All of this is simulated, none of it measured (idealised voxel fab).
process module | voxel trench capacitor
cross-section cut | 195 nm wide | cells 5 nm
A cross-section is a grid of square cells, given in bands from the top down. A band is one or more rows of cells.
Each band's line starts with the height of the band's top and of its bottom, in nm. Then come its materials from left to right, each with its width in nm. One material with "throughout" fills the band from edge to edge. "air" is empty space.
Height 0 is the level under which the wafer as received is all one material. The lowest band goes on downwards, as in "0 down".
A width such as "30 to 40" changes by the same amount from each row of cells to the next, from the band's top row to its bottom row.
"no change" after a step means that no cell of the cross-section changed.
closed voids: empty space of 8 cells or more with no open way to the top, each as width x height at its distance from the left edge, in nm
after a step's settings: what the simulator itself notes on the step
overlay nm, on a step with a mask: how far to the right of its planned place the mask lay; to the left if negative
plan
1 op RECEIVE | material Si
2 op CONFORMAL_DEP | material SiN | thk nm 5
3 op DIRECTIONAL_DEP | material aC | thk nm 15
4 op PATTERN | tone open | mask id TRENCH | material resist | width nm 25 | pitch nm 50 | thk nm 30 | overlay nm 0
5 op DIRECTIONAL_ETCH | etch materials aC | depth nm 15
6 op STRIP | etch materials resist
7 op DIRECTIONAL_ETCH | etch materials SiN | depth nm 5
8 op DIRECTIONAL_ETCH | etch materials Si | depth nm 40
9 op STRIP | etch materials aC
10 op CONFORMAL_DEP | material Al2O3 | thk nm 5
11 op CONFORMAL_DEP | material TiN | thk nm 5
12 op FILL_DEP | material W | thk nm 10
13 op CMP | height nm 5
first wafer, as planned
as received, after step 1
  0 down: Si throughout
  closed voids: none
after step 2
  5 to 0: SiN throughout
  below 0: unchanged
after step 3
  20 to 5: aC throughout
  below 5: unchanged
after step 4
  50 to 20: resist 35 | air 25 | resist 25 | air 25 | resist 25 | air 25 | resist 35
  below 20: unchanged
after step 5
  35 to 20: resist 35 | air 25 | resist 25 | air 25 | resist 25 | air 25 | resist 35
  20 to 5: aC 35 | air 25 | aC 25 | air 25 | aC 25 | air 25 | aC 35
  below 5: unchanged
after step 6
  20 to 5: aC 35 | air 25 | aC 25 | air 25 | aC 25 | air 25 | aC 35
  below 5: unchanged
after step 7
  20 to 5: aC 35 | air 25 | aC 25 | air 25 | aC 25 | air 25 | aC 35
  5 to 0: SiN 35 | air 25 | SiN 25 | air 25 | SiN 25 | air 25 | SiN 35
  below 0: unchanged
after step 8
  20 to 5: aC 35 | air 25 | aC 25 | air 25 | aC 25 | air 25 | aC 35
  5 to 0: SiN 35 | air 25 | SiN 25 | air 25 | SiN 25 | air 25 | SiN 35
  0 to -40: Si 35 | air 25 | Si 25 | air 25 | Si 25 | air 25 | Si 35
  below -40: unchanged
after step 9
  5 to 0: SiN 35 | air 25 | SiN 25 | air 25 | SiN 25 | air 25 | SiN 35
  below 0: unchanged
after step 10
  10 to 5: Al2O3 40 | air 15 | Al2O3 35 | air 15 | Al2O3 35 | air 15 | Al2O3 40
  5 to 0: SiN 35 | Al2O3 5 | air 15 | Al2O3 5 | SiN 25 | Al2O3 5 | air 15 | Al2O3 5 | SiN 25 | Al2O3 5 | air 15 | Al2O3 5 | SiN 35
  0 to -35: Si 35 | Al2O3 5 | air 15 | Al2O3 5 | Si 25 | Al2O3 5 | air 15 | Al2O3 5 | Si 25 | Al2O3 5 | air 15 | Al2O3 5 | Si 35
  -35 to -40: Si 35 | Al2O3 25 | Si 25 | Al2O3 25 | Si 25 | Al2O3 25 | Si 35
  below -40: unchanged
after step 11
  15 to 10: TiN 45 | air 5 | TiN 45 | air 5 | TiN 45 | air 5 | TiN 45
  10 to 5: Al2O3 40 | TiN 5 | air 5 | TiN 5 | Al2O3 35 | TiN 5 | air 5 | TiN 5 | Al2O3 35 | TiN 5 | air 5 | TiN 5 | Al2O3 40
  5 to 0: SiN 35 | Al2O3 5 | TiN 5 | air 5 | TiN 5 | Al2O3 5 | SiN 25 | Al2O3 5 | TiN 5 | air 5 | TiN 5 | Al2O3 5 | SiN 25 | Al2O3 5 | TiN 5 | air 5 | TiN 5 | Al2O3 5 | SiN 35
  0 to -30: Si 35 | Al2O3 5 | TiN 5 | air 5 | TiN 5 | Al2O3 5 | Si 25 | Al2O3 5 | TiN 5 | air 5 | TiN 5 | Al2O3 5 | Si 25 | Al2O3 5 | TiN 5 | air 5 | TiN 5 | Al2O3 5 | Si 35
  -30 to -35: Si 35 | Al2O3 5 | TiN 15 | Al2O3 5 | Si 25 | Al2O3 5 | TiN 15 | Al2O3 5 | Si 25 | Al2O3 5 | TiN 15 | Al2O3 5 | Si 35
  below -35: unchanged
after step 12
  25 to 15: W throughout
  15 to 10: TiN 45 | W 5 | TiN 45 | W 5 | TiN 45 | W 5 | TiN 45
  10 to 5: Al2O3 40 | TiN 5 | W 5 | TiN 5 | Al2O3 35 | TiN 5 | W 5 | TiN 5 | Al2O3 35 | TiN 5 | W 5 | TiN 5 | Al2O3 40
  5 to 0: SiN 35 | Al2O3 5 | TiN 5 | W 5 | TiN 5 | Al2O3 5 | SiN 25 | Al2O3 5 | TiN 5 | W 5 | TiN 5 | Al2O3 5 | SiN 25 | Al2O3 5 | TiN 5 | W 5 | TiN 5 | Al2O3 5 | SiN 35
  0 to -30: Si 35 | Al2O3 5 | TiN 5 | W 5 | TiN 5 | Al2O3 5 | Si 25 | Al2O3 5 | TiN 5 | W 5 | TiN 5 | Al2O3 5 | Si 25 | Al2O3 5 | TiN 5 | W 5 | TiN 5 | Al2O3 5 | Si 35
  below -30: unchanged
after step 13
  5 to 0: SiN 35 | Al2O3 5 | TiN 5 | W 5 | TiN 5 | Al2O3 5 | SiN 25 | Al2O3 5 | TiN 5 | W 5 | TiN 5 | Al2O3 5 | SiN 25 | Al2O3 5 | TiN 5 | W 5 | TiN 5 | Al2O3 5 | SiN 35
  below 0: unchanged
second wafer: like start, like plan, one mistake. Through step 9 it matches the first wafer
when step 10 should have ended
  10 to 5: TiN 40 | air 15 | TiN 35 | air 15 | TiN 35 | air 15 | TiN 40
  5 to 0: SiN 35 | TiN 5 | air 15 | TiN 5 | SiN 25 | TiN 5 | air 15 | TiN 5 | SiN 25 | TiN 5 | air 15 | TiN 5 | SiN 35
  0 to -35: Si 35 | TiN 5 | air 15 | TiN 5 | Si 25 | TiN 5 | air 15 | TiN 5 | Si 25 | TiN 5 | air 15 | TiN 5 | Si 35
  -35 to -40: Si 35 | TiN 25 | Si 25 | TiN 25 | Si 25 | TiN 25 | Si 35
  below -40: unchanged
when step 11 should have ended
  15 to 10: Al2O3 45 | air 5 | Al2O3 45 | air 5 | Al2O3 45 | air 5 | Al2O3 45
  10 to 5: TiN 40 | Al2O3 5 | air 5 | Al2O3 5 | TiN 35 | Al2O3 5 | air 5 | Al2O3 5 | TiN 35 | Al2O3 5 | air 5 | Al2O3 5 | TiN 40
  5 to 0: SiN 35 | TiN 5 | Al2O3 5 | air 5 | Al2O3 5 | TiN 5 | SiN 25 | TiN 5 | Al2O3 5 | air 5 | Al2O3 5 | TiN 5 | SiN 25 | TiN 5 | Al2O3 5 | air 5 | Al2O3 5 | TiN 5 | SiN 35
  0 to -30: Si 35 | TiN 5 | Al2O3 5 | air 5 | Al2O3 5 | TiN 5 | Si 25 | TiN 5 | Al2O3 5 | air 5 | Al2O3 5 | TiN 5 | Si 25 | TiN 5 | Al2O3 5 | air 5 | Al2O3 5 | TiN 5 | Si 35
  -30 to -35: Si 35 | TiN 5 | Al2O3 15 | TiN 5 | Si 25 | TiN 5 | Al2O3 15 | TiN 5 | Si 25 | TiN 5 | Al2O3 15 | TiN 5 | Si 35
  below -35: unchanged
when step 12 should have ended
  25 to 15: W throughout
  15 to 10: Al2O3 45 | W 5 | Al2O3 45 | W 5 | Al2O3 45 | W 5 | Al2O3 45
  10 to 5: TiN 40 | Al2O3 5 | W 5 | Al2O3 5 | TiN 35 | Al2O3 5 | W 5 | Al2O3 5 | TiN 35 | Al2O3 5 | W 5 | Al2O3 5 | TiN 40
  5 to 0: SiN 35 | TiN 5 | Al2O3 5 | W 5 | Al2O3 5 | TiN 5 | SiN 25 | TiN 5 | Al2O3 5 | W 5 | Al2O3 5 | TiN 5 | SiN 25 | TiN 5 | Al2O3 5 | W 5 | Al2O3 5 | TiN 5 | SiN 35
  0 to -30: Si 35 | TiN 5 | Al2O3 5 | W 5 | Al2O3 5 | TiN 5 | Si 25 | TiN 5 | Al2O3 5 | W 5 | Al2O3 5 | TiN 5 | Si 25 | TiN 5 | Al2O3 5 | W 5 | Al2O3 5 | TiN 5 | Si 35
  below -30: unchanged
when step 13 should have ended
  5 to 0: SiN 35 | TiN 5 | Al2O3 5 | W 5 | Al2O3 5 | TiN 5 | SiN 25 | TiN 5 | Al2O3 5 | W 5 | Al2O3 5 | TiN 5 | SiN 25 | TiN 5 | Al2O3 5 | W 5 | Al2O3 5 | TiN 5 | SiN 35
  below 0: unchanged
what went wrong: steps 10 and 11 were swapped
at the end the second wafer has, in cells: 12 fewer of Al2O3 | 12 more of TiN
